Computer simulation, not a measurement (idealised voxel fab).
You're looking at the process module voxel self aligned vias.
Each square cell in cross-section cut measures 5 nm, and the section as a whole is 220 nm wide.
Cross-section, as written here: a square-cell grid given band by band from the top down, where a band holds one or more rows of cells.
A band entry consists of two parts. The first gives the height of the band's top and the height of its bottom, in nm. The rest lists the band's materials from left to right, each with its width in nm. A single material labelled with the word "everywhere" fills the band from edge to edge, and the word "blank" marks empty space.
A quick word on heights: they are counted from 0, and under that level the wafer as it came to us is one material throughout. The lowest band is different from the rest in having no bottom; it simply continues downward, written as in "top 0, no bottom".
With a width like "30->40", each row of cells in the band differs from the next by the same amount, the top row carrying the first number and the bottom row the second.
For the purposes of this document, the phrase "identical to before" attached to a step denotes that no cell within the cross-section was modified by that step.
If an empty space has no open way to the top and is at least 8 cells in size, "Fully sealed voids" lists it, written width x height at distance, where distance is measured from the left edge and every value is in nm.
after a step's settings: what the simulator itself notes on the step
The setting "overlay nm" may be written on the line of a step. When the step uses a mask, the value reports how far to the right of the planned place the mask lay, and a negative value reports that it lay to the left.
**These are the steps we planned for the process**
1. RECEIVE,material Si
2. CONFORMAL_DEP,material SiO2,thk nm 10
3. CONFORMAL_DEP,material SiCN,thk nm 5
4. DIRECTIONAL_DEP,material lowk,thk nm 20
5. PATTERN,tone open,mask id LINES,material resist,width nm 25,pitch nm 70,thk nm 20,overlay nm 0
6. DIRECTIONAL_ETCH,etch materials lowk,depth nm 20
7. STRIP,etch materials resist
8. CONFORMAL_DEP,material TiN,thk nm 5
9. FILL_DEP,material Ru,thk nm 5
10. CMP,height nm 35
11. SELECTIVE_ETCH,etch materials W Ru TiN,depth nm 10
12. FILL_DEP,material SiN,thk nm 5
13. CMP,height nm 35
14. DIRECTIONAL_DEP,material lowk,thk nm 20
15. DIRECTIONAL_DEP,material aC,thk nm 10
16. PATTERN,tone open,mask id VIAS,material resist,width nm 45,pitch nm 70,thk nm 25,overlay nm 0
17. DIRECTIONAL_ETCH,etch materials aC,depth nm 10
18. STRIP,etch materials resist
19. DIRECTIONAL_ETCH,etch materials lowk,depth nm 20
20. DIRECTIONAL_ETCH,etch materials SiN,depth nm 10
21. STRIP,etch materials aC
22. CONFORMAL_DEP,material TiN,thk nm 5
23. FILL_DEP,material Ru,thk nm 10
24. CMP,height nm 55
25. CONFORMAL_DEP,material SiCN,thk nm 5
**So this is the incoming wafer in cross-section - it's already been through step 1**
- top 0, no bottom: Si everywhere
- Fully sealed voids: none
**Look at the cross-section after the module: the wafer started out the way shown above and the plan was the one shown above, yet one mistake was made along the way**
- top 60, bottom 55: SiCN everywhere
- top 55, bottom 40: lowk: 50 | TiN: 5 | Ru: 35 | TiN: 5 | lowk: 25 | TiN: 5 | Ru: 35 | TiN: 5 | lowk: 55
- top 40, bottom 30: lowk: 50->60 | TiN: 15->5 | Ru: 15 | TiN: 15->5 | lowk: 25->45 | TiN: 15->5 | Ru: 15 | TiN: 15->5 | lowk: 55->65
- top 30, bottom 25: lowk: 60 | TiN: 25 | lowk: 45 | TiN: 25 | lowk: 65
- top 25, bottom 20: lowk: 60 | TiN: 5 | Ru: 15 | TiN: 5 | lowk: 45 | TiN: 5 | Ru: 15 | TiN: 5 | lowk: 65
- top 20, bottom 15: lowk: 60 | TiN: 25 | lowk: 45 | TiN: 25 | lowk: 65
- top 15, bottom 10: SiCN everywhere
- top 10, bottom 0: W everywhere
- top 0, no bottom: Si everywhere
- Fully sealed voids: none
The mistake made against the process plan was this: step 2 deviated from plan and actually ran as CONFORMAL_DEP,material W,thk nm 10
